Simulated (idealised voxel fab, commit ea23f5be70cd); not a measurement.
process module | voxel wiring stack
cross-section cut | 255 nm wide | cells 5 nm
A cross-section is a grid of square cells, given in bands from the top down. A band is one or more rows of cells.
Each band's line starts with the height of the band's top and of its bottom, in nm. Then come its materials from left to right, each with its width in nm. One material with "throughout" fills the band from edge to edge. "air" is empty space.
Height 0 is the level under which the wafer as received is all one material. The lowest band goes on downwards, as in "0 down".
A width such as "30 to 40" changes by the same amount from each row of cells to the next, from the band's top row to its bottom row.
"no change" after a step means that no cell of the cross-section changed.
closed voids: empty space of 8 cells or more with no open way to the top, each as width x height at its distance from the left edge, in nm
after a step's settings: what the simulator itself notes on the step
overlay nm, on a step with a mask: how far to the right of its planned place the mask lay; to the left if negative
plan
1 op RECEIVE | material Si
2 op CONFORMAL_DEP | material SiO2 | thk nm 15
3 op CONFORMAL_DEP | material SiN | thk nm 5
4 op DIRECTIONAL_DEP | material lowk | thk nm 15
5 op DIRECTIONAL_DEP | material aC | thk nm 10
6 op PATTERN | tone open | mask id METAL_1 | material resist | width nm 20 | pitch nm 35 | thk nm 25 | overlay nm 0
7 op DIRECTIONAL_ETCH | etch materials aC | depth nm 10
8 op STRIP | etch materials resist
9 op DIRECTIONAL_ETCH | etch materials lowk | depth nm 15
10 op DIRECTIONAL_ETCH | etch materials SiN | depth nm 5
11 op STRIP | etch materials aC
12 op CONFORMAL_DEP | material TiN | thk nm 5
13 op FILL_DEP | material Cu | thk nm 10
14 op CMP | height nm 35
15 op CONFORMAL_DEP | material SiCN | thk nm 5
16 op DIRECTIONAL_DEP | material lowk | thk nm 30
17 op PATTERN | tone open | mask id METAL_2_HOLES | material resist | width nm 15 | pitch nm 70 | thk nm 15 | overlay nm 0
18 op DIRECTIONAL_ETCH | etch materials lowk | depth nm 30
19 op STRIP | etch materials resist
20 op MASKED_ETCH | tone open | mask id METAL_2 | width nm 20 | pitch nm 35 | etch materials lowk | depth nm 20 | overlay nm 0
21 op MASKED_ETCH | tone open | mask id METAL_2 | width nm 20 | pitch nm 35 | etch materials SiCN | depth nm 5 | overlay nm 0
22 op CONFORMAL_DEP | material TiN | thk nm 5
23 op FILL_DEP | material Cu | thk nm 5
24 op CMP | height nm 70
25 op CONFORMAL_DEP | material SiN | thk nm 5
as received, after step 1
  0 down: Si throughout
  closed voids: none
a wafer at the end: this start, this plan, one mistake
  75 to 70: SiN throughout
  70 to 55: lowk 65 | TiN 5 | Cu 10 | TiN 5 | lowk 15 | TiN 5 | Cu 10 | TiN 5 | lowk 15 | TiN 5 | Cu 10 | TiN 5 | lowk 15 | TiN 5 | Cu 10 | TiN 5 | lowk 65
  55 to 50: lowk 65 | TiN 5 | Cu 5 | TiN 10 | lowk 15 | TiN 20 | lowk 15 | TiN 5 | Cu 5 | TiN 10 | lowk 15 | TiN 20 | lowk 65
  50 to 40: lowk 65 | TiN 5 | Cu 5 | TiN 5 | lowk 55 | TiN 5 | Cu 5 | TiN 5 | lowk 105
  40 to 35: SiCN 65 | TiN 15 | SiCN 55 | TiN 15 | SiCN 105
  35 to 30: Cu throughout
  30 to 25: TiN 70 | Cu 10 | TiN 25 | Cu 10 | TiN 25 | Cu 10 | TiN 25 | Cu 10 | TiN 70
  25 to 20: lowk 65 | TiN 5 | Cu 10 | TiN 5 | lowk 15 | TiN 5 | Cu 10 | TiN 5 | lowk 15 | TiN 5 | Cu 10 | TiN 5 | lowk 15 | TiN 5 | Cu 10 | TiN 5 | lowk 65
  20 to 15: SiN 65 | TiN 20 | SiN 15 | TiN 20 | SiN 15 | TiN 20 | SiN 15 | TiN 20 | SiN 65
  15 to 0: SiO2 throughout
  0 down: Si throughout
  closed voids: none
what went wrong: step 4 ran as: op DIRECTIONAL_DEP | material lowk | thk nm 5
